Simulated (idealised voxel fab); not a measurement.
You're looking at the process module voxel ribs on slabs.
Displayed cross-section: cut, width of 285 nm, square cells sized 5 nm.
Heads up, the way a cross-section reads in here is a grid of square cells, handed over as bands from the top down, with every band being one or more rows of cells. First you get the band's top height and its bottom height, in nm, and then the materials it's made of, left to right, with each width in nm. If you see a single material with "throughout", that one covers the band edge to edge. "blank" is empty space. Height datum 0, below which the as-received substrate wafer is one material. Lowest band open at the bottom, running downward: "z 0 and below". With a width like "30 to 40", each row of cells in the band differs from the next by the same amount, the top row carrying the first number and the bottom row the second. Any step labelled "everything unchanged" changed none of the cells in the cross-section. Reported under the label "Sealed-off cavities" are the empty spaces having no open way to the top and comprising 8 cells or more; the notation for each is width x height at distance, in which the distance is measured from the left edge and all three values are in nm. Text after the settings on a step's line: the simulator's own remark on that step. When a step includes a mask, the "overlay nm" setting on its line states how far to the right of its planned place that mask lay, and negative values state how far to the left.

These are the steps we planned for the process
1: RECEIVE with material Si
2: DIRECTIONAL_DEP with material SiO2, thk nm 30
3: DIRECTIONAL_DEP with material SiN, thk nm 15
4: PATTERN with tone cover, mask id RIB, material resist, width nm 25, thk nm 20, overlay nm 0
5: DIRECTIONAL_ETCH with etch materials SiN, depth nm 5
6: STRIP with etch materials resist
7: MASKED_ETCH with tone cover, mask id SLAB, width nm 55, etch materials SiN, depth nm 10, overlay nm 0
8: FILL_DEP with material SiO2, thk nm 20
9: CMP with height nm 55
10: DIRECTIONAL_DEP with material W, thk nm 10
11: MASKED_ETCH with tone cover, mask id HEATER, width nm 35, etch materials W, depth nm 10, overlay nm 0
12: CONFORMAL_DEP with material SiO2, thk nm 5

The first of two wafers, run as planned

Incoming wafer in cross-section (state: after step 1)
  z 0 and below | Si throughout
  Sealed-off cavities: none

Cross-section through the wafer, step 2 finished
  z 30 to 0 | SiO2 throughout
  All layers under 0 are left as they were.

Cross-section through the wafer, step 3 finished
  z 45 to 30 | SiN throughout
  All layers under 30 are left as they were.

Cross-section through the wafer, step 4 finished
  z 65 to 45 | 130 blank, then 25 resist, then 130 blank
  All layers under 45 are left as they were.

Cross-section through the wafer, step 5 finished
  z 65 to 45 | 130 blank, then 25 resist, then 130 blank
  z 45 to 40 | 130 blank, then 25 SiN, then 130 blank
  All layers under 40 are left as they were.

Cross-section through the wafer, step 6 finished
  z 45 to 40 | 130 blank, then 25 SiN, then 130 blank
  All layers under 40 are left as they were.

Cross-section through the wafer, step 7 finished
  z 45 to 40 | 130 blank, then 25 SiN, then 130 blank
  z 40 to 30 | 115 blank, then 55 SiN, then 115 blank
  All layers under 30 are left as they were.

Cross-section through the wafer, step 8 finished
  z 65 to 45 | SiO2 throughout
  z 45 to 40 | 130 SiO2, then 25 SiN, then 130 SiO2
  z 40 to 30 | 115 SiO2, then 55 SiN, then 115 SiO2
  All layers under 30 are left as they were.

Cross-section through the wafer, step 9 finished
  z 55 to 45 | SiO2 throughout
  All layers under 45 are left as they were.

Cross-section through the wafer, step 10 finished
  z 65 to 55 | W throughout
  All layers under 55 are left as they were.

Cross-section through the wafer, step 11 finished
  z 65 to 55 | 125 blank, then 35 W, then 125 blank
  All layers under 55 are left as they were.

Cross-section through the wafer, step 12 finished
  z 70 to 65 | 120 blank, then 45 SiO2, then 120 blank
  z 65 to 60 | 120 blank, then 5 SiO2, then 35 W, then 5 SiO2, then 120 blank
  z 60 to 55 | 125 SiO2, then 35 W, then 125 SiO2
  All layers under 55 are left as they were.

second wafer: like start, like plan, one mistake. Through step 2 it matches the first wafer

Second wafer shown in cross-section at the time step 3 was slated to end
  z 60 to 30 | SiN throughout
  All layers under 30 are left as they were.

Second wafer shown in cross-section at the time step 4 was slated to end
  z 80 to 60 | 130 blank, then 25 resist, then 130 blank
  All layers under 60 are left as they were.

Second wafer shown in cross-section at the time step 5 was slated to end
  z 80 to 60 | 130 blank, then 25 resist, then 130 blank
  z 60 to 55 | 130 blank, then 25 SiN, then 130 blank
  All layers under 55 are left as they were.

Second wafer shown in cross-section at the time step 6 was slated to end
  z 60 to 55 | 130 blank, then 25 SiN, then 130 blank
  All layers under 55 are left as they were.

Second wafer shown in cross-section at the time step 7 was slated to end
  z 60 to 55 | 130 blank, then 25 SiN, then 130 blank
  z 55 to 45 | 115 blank, then 55 SiN, then 115 blank
  All layers under 45 are left as they were.

Second wafer shown in cross-section at the time step 8 was slated to end
  z 80 to 60 | SiO2 throughout
  z 60 to 55 | 130 SiO2, then 25 SiN, then 130 SiO2
  z 55 to 45 | 115 SiO2, then 55 SiN, then 115 SiO2
  All layers under 45 are left as they were.

Second wafer shown in cross-section at the time step 9 was slated to end
  z 55 to 45 | 115 SiO2, then 55 SiN, then 115 SiO2
  All layers under 45 are left as they were.

Second wafer shown in cross-section at the time step 10 was slated to end
  z 65 to 55 | W throughout
  All layers under 55 are left as they were.

Second wafer shown in cross-section at the time step 11 was slated to end
  z 65 to 55 | 125 blank, then 35 W, then 125 blank
  All layers under 55 are left as they were.

Second wafer shown in cross-section at the time step 12 was slated to end
  z 70 to 65 | 120 blank, then 45 SiO2, then 120 blank
  z 65 to 60 | 120 blank, then 5 SiO2, then 35 W, then 5 SiO2, then 120 blank
  z 60 to 55 | 125 SiO2, then 35 W, then 125 SiO2
  All layers under 55 are left as they were.
Misprocessing identified: the plan had its step 3 run twice
Final tally in cells, some materials are higher or lower on the second wafer than on the first: SiN +166 | SiO2 -166
